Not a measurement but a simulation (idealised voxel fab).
Process module in this document: voxel spacer lines
The cross-section shown here is cut; it is 155 nm wide and divided into square cells measuring 5 nm on a side.
Cross-section spec: square-cell grid; bands listed top down; each band is one or more rows. Read a band's entry like this: the first values are the height of its top and the height of its bottom in nm, and what follows is the sequence of materials from left to right, each with its width in nm. Note that "blank" is empty space, and that a single material marked "throughout" reaches across the band from edge to edge. A quick word on heights: they are counted from 0, and under that level the wafer as it came to us is one material throughout. The lowest band is different from the rest in having no bottom; it simply continues downward, written as in "from 0 down". Quick explanation for "30..40": the width changes in equal steps down the rows of cells, from the first number in the band's top row to the second number in its bottom row. No cell of the cross-section changed in a step that is given as "nothing was modified". Listed in "Closed void list": every empty space of 8 or more cells without an open way to the top. Form: width x height at distance, the distance being from the left edge, all in nm. Post-settings text on a step line: simulator's own remark regarding the step. On any step carrying a mask, the "overlay nm" setting, if present on the step's line, tells how far right of its planned place the mask lay; negative values point to the left.
### The process steps that were planned are listed below
1) RECEIVE [material Si]
2) CONFORMAL_DEP [material Al2O3] [thk nm 5]
3) DIRECTIONAL_DEP [material SiN] [thk nm 10]
4) DIRECTIONAL_DEP [material polySi] [thk nm 20]
5) PATTERN [tone cover] [mask id MANDREL] [material resist] [width nm 25] [pitch nm 70] [thk nm 25] [overlay nm 0]
6) DIRECTIONAL_ETCH [etch materials polySi] [depth nm 20]
7) STRIP [etch materials resist]
8) CONFORMAL_DEP [material SiO2] [thk nm 10]
9) DIRECTIONAL_ETCH [etch materials SiO2] [depth nm 10]
10) STRIP [etch materials polySi]
11) DIRECTIONAL_ETCH [etch materials SiN] [depth nm 10]
12) STRIP [etch materials SiO2]
### Cross-section of the wafer upon arrival, representing the state reached after step 1
from 0 down | Si throughout
Closed void list: none
### One mistake in running the module, otherwise start and plan as above: cross-section at the end
from 15 to 5 | blank 30 nm; SiN 10 nm; blank 25 nm; SiN 10 nm; blank 25 nm; SiN 10 nm; blank 25 nm; SiN 10 nm; blank 10 nm
from 5 to 0 | Al2O3 throughout
from 0 down | Si throughout
Closed void list: none
Short version of what went wrong: step 5 ran as: PATTERN [tone cover] [mask id MANDREL] [material resist] [width nm 25] [pitch nm 70] [thk nm 25] [overlay nm 10]
